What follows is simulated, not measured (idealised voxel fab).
process module | voxel ribs on slabs
cross-section cut | 200 nm wide | cells 5 nm
A cross-section is a grid of square cells, given in bands from the top down. A band is one or more rows of cells.
Each band's line starts with the height of the band's top and of its bottom, in nm. Then come its materials from left to right, each with its width in nm. One material with "throughout" fills the band from edge to edge. "air" is empty space.
Height 0 is the level under which the wafer as received is all one material. The lowest band goes on downwards, as in "0 down".
A width such as "30 to 40" changes by the same amount from each row of cells to the next, from the band's top row to its bottom row.
"no change" after a step means that no cell of the cross-section changed.
closed voids: empty space of 8 cells or more with no open way to the top, each as width x height at its distance from the left edge, in nm
after a step's settings: what the simulator itself notes on the step
overlay nm, on a step with a mask: how far to the right of its planned place the mask lay; to the left if negative
plan
1 op RECEIVE | material Si
2 op DIRECTIONAL_DEP | material SiO2 | thk nm 20
3 op DIRECTIONAL_DEP | material SiN | thk nm 25
4 op PATTERN | tone cover | mask id RIB | material resist | width nm 20 | thk nm 20 | overlay nm 0
5 op DIRECTIONAL_ETCH | etch materials SiN | depth nm 5
6 op STRIP | etch materials resist
7 op PATTERN | tone cover | mask id SLAB | material resist | width nm 80 | thk nm 15 | overlay nm -15
8 op DIRECTIONAL_ETCH | etch materials SiN | depth nm 20
9 op STRIP | etch materials resist
10 op FILL_DEP | material SiO2 | thk nm 30
11 op CMP | height nm 65
12 op DIRECTIONAL_DEP | material W | thk nm 10
13 op MASKED_ETCH | tone cover | mask id HEATER | width nm 30 | etch materials W | depth nm 10 | overlay nm 0
14 op CONFORMAL_DEP | material SiO2 | thk nm 10
varied across the wafers: overlay nm of step 7. The plan shows the first wafer's value. All wafers start alike
first wafer as received, after step 1
  0 down: Si throughout
  closed voids: none
first wafer at the end, after step 14
  85 to 75: air 75 | SiO2 50 | air 75
  75 to 65: SiO2 85 | W 30 | SiO2 85
  65 to 45: SiO2 throughout
  45 to 40: SiO2 90 | SiN 20 | SiO2 90
  40 to 20: SiO2 45 | SiN 80 | SiO2 75
  20 to 0: SiO2 throughout
  0 down: Si throughout
  closed voids: none
last wafer at the end
  85 to 75: air 75 | SiO2 50 | air 75
  75 to 65: SiO2 85 | W 30 | SiO2 85
  65 to 45: SiO2 throughout
  45 to 40: SiO2 90 | SiN 20 | SiO2 90
  40 to 20: SiO2 75 | SiN 80 | SiO2 45
  20 to 0: SiO2 throughout
  0 down: Si throughout
  closed voids: none
each wafer at the end: cells of each material gained (+) or lost (-) since it was received, then its closed voids
overlay nm -15 | +68 SiN | +540 SiO2 | +12 W | closed voids: none
overlay nm -10 | +68 SiN | +540 SiO2 | +12 W | closed voids: none
overlay nm -5 | +68 SiN | +540 SiO2 | +12 W | closed voids: none
overlay nm 0 | +68 SiN | +540 SiO2 | +12 W | closed voids: none
overlay nm 5 | +68 SiN | +540 SiO2 | +12 W | closed voids: none
overlay nm 10 | +68 SiN | +540 SiO2 | +12 W | closed voids: none
overlay nm 15 | +68 SiN | +540 SiO2 | +12 W | closed voids: none
